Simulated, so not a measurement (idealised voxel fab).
Proc. module: voxel lift off
In the cross-section labelled cut, the width is 295 nm and each square cell is 5 nm.
A cross-section in this document is a grid of square cells, and it is written down as bands, the top band listed before the ones below it; a band is made up of one or more rows of cells.
Heights first: top, then bottom, in nm. Then materials, left to right, each with a width in nm. "edge to edge" on a single material: fills the band edge to edge. "blank": empty space.
Heights are reckoned from 0. Under this level, the received wafer is all of one material. The bottommost band is open-ended downward, for example "0 down".
Think of "30 to 40" as a width that walks from the first number to the second as you go down the band, top row to bottom row, taking equal-sized steps from row to row.
Given "no modifications" for a step, no cell of the cross-section differs between before and after that step.
Closed-off voids of 8+ cells (no open route to the top) go in "Listed closed voids", written width x height at distance from the left edge, in nm.
Heads up: the bit after the settings on a step's line is the simulator's remark on that step.
When a step includes a mask, the "overlay nm" setting on its line states how far to the right of its planned place that mask lay, and negative values state how far to the left.
## These are the steps we planned for the process
1) RECEIVE with material Si
2) CONFORMAL_DEP with material SiO2, thk nm 15
3) PATTERN with tone open, mask id LINES, material resist, width nm 15, pitch nm 35, thk nm 25, overlay nm 0
4) DIRECTIONAL_DEP with material Ru, thk nm 15
5) STRIP with etch materials resist
6) CONFORMAL_DEP with material SiN, thk nm 5
## Delivered wafer in cross-section: state after step 1
* 0 down  Si edge to edge
* Listed closed voids: none
## The module was run from the start shown above using the plan shown above, but one mistake was made doing it; the resulting wafer cross-section is below
* 35 to 30  SiN=90 | blank=5 | SiN=30 | blank=5 | SiN=30 | blank=5 | SiN=30 | blank=5 | SiN=95
* 30 to 20  Ru=85 | SiN=5 | blank=5 | SiN=5 | Ru=20 | SiN=5 | blank=5 | SiN=5 | Ru=20 | SiN=5 | blank=5 | SiN=5 | Ru=20 | SiN=5 | blank=5 | SiN=5 | Ru=90
* 20 to 15  Ru=85 | SiN=15 | Ru=20 | SiN=15 | Ru=20 | SiN=15 | Ru=20 | SiN=15 | Ru=90
* 15 to 0  SiO2 edge to edge
* 0 down  Si edge to edge
* Listed closed voids: none
Run error: step 3 was processed under conditions differing from the plan, specifically as PATTERN with tone cover, mask id LINES, material resist, width nm 15, pitch nm 35, thk nm 25, overlay nm 0
